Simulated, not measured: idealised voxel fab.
process module | voxel quadruple lines
cross-section cut | 300 nm wide | cells 5 nm
A cross-section is a grid of square cells, given in bands from the top down. A band is one or more rows of cells.
Each band's line starts with the height of the band's top and of its bottom, in nm. Then come its materials from left to right, each with its width in nm. One material with "throughout" fills the band from edge to edge. "air" is empty space.
Height 0 is the level under which the wafer as received is all one material. The lowest band goes on downwards, as in "0 down".
A width such as "30 to 40" changes by the same amount from each row of cells to the next, from the band's top row to its bottom row.
"no change" after a step means that no cell of the cross-section changed.
closed voids: empty space of 8 cells or more with no open way to the top, each as width x height at its distance from the left edge, in nm
after a step's settings: what the simulator itself notes on the step
overlay nm, on a step with a mask: how far to the right of its planned place the mask lay; to the left if negative
plan
1 op RECEIVE | material Si
2 op CONFORMAL_DEP | material Al2O3 | thk nm 5
3 op DIRECTIONAL_DEP | material W | thk nm 10
4 op DIRECTIONAL_DEP | material polySi | thk nm 15
5 op DIRECTIONAL_DEP | material aC | thk nm 25
6 op PATTERN | tone cover | mask id MANDREL | material resist | width nm 35 | thk nm 35 | overlay nm 0
7 op DIRECTIONAL_ETCH | etch materials aC | depth nm 25
8 op STRIP | etch materials resist
9 op CONFORMAL_DEP | material SiO2 | thk nm 15
10 op DIRECTIONAL_ETCH | etch materials SiO2 | depth nm 15
11 op STRIP | etch materials aC
12 op DIRECTIONAL_ETCH | etch materials polySi | depth nm 15
13 op STRIP | etch materials SiO2
14 op CONFORMAL_DEP | material SiN | thk nm 10
15 op DIRECTIONAL_ETCH | etch materials SiN | depth nm 10
16 op STRIP | etch materials polySi
17 op DIRECTIONAL_ETCH | etch materials W | depth nm 10
18 op STRIP | etch materials SiN
as received, after step 1
  0 down: Si throughout
  closed voids: none
a wafer at the end: this start, this plan, one mistake
  15 to 5: air 120 | W 10 | air 15 | W 5 | air 15 | W 10 | air 125
  5 to 0: Al2O3 throughout
  0 down: Si throughout
  closed voids: none
what went wrong: step 6 ran as: op PATTERN | tone open | mask id MANDREL | material resist | width nm 35 | thk nm 35 | overlay nm 0
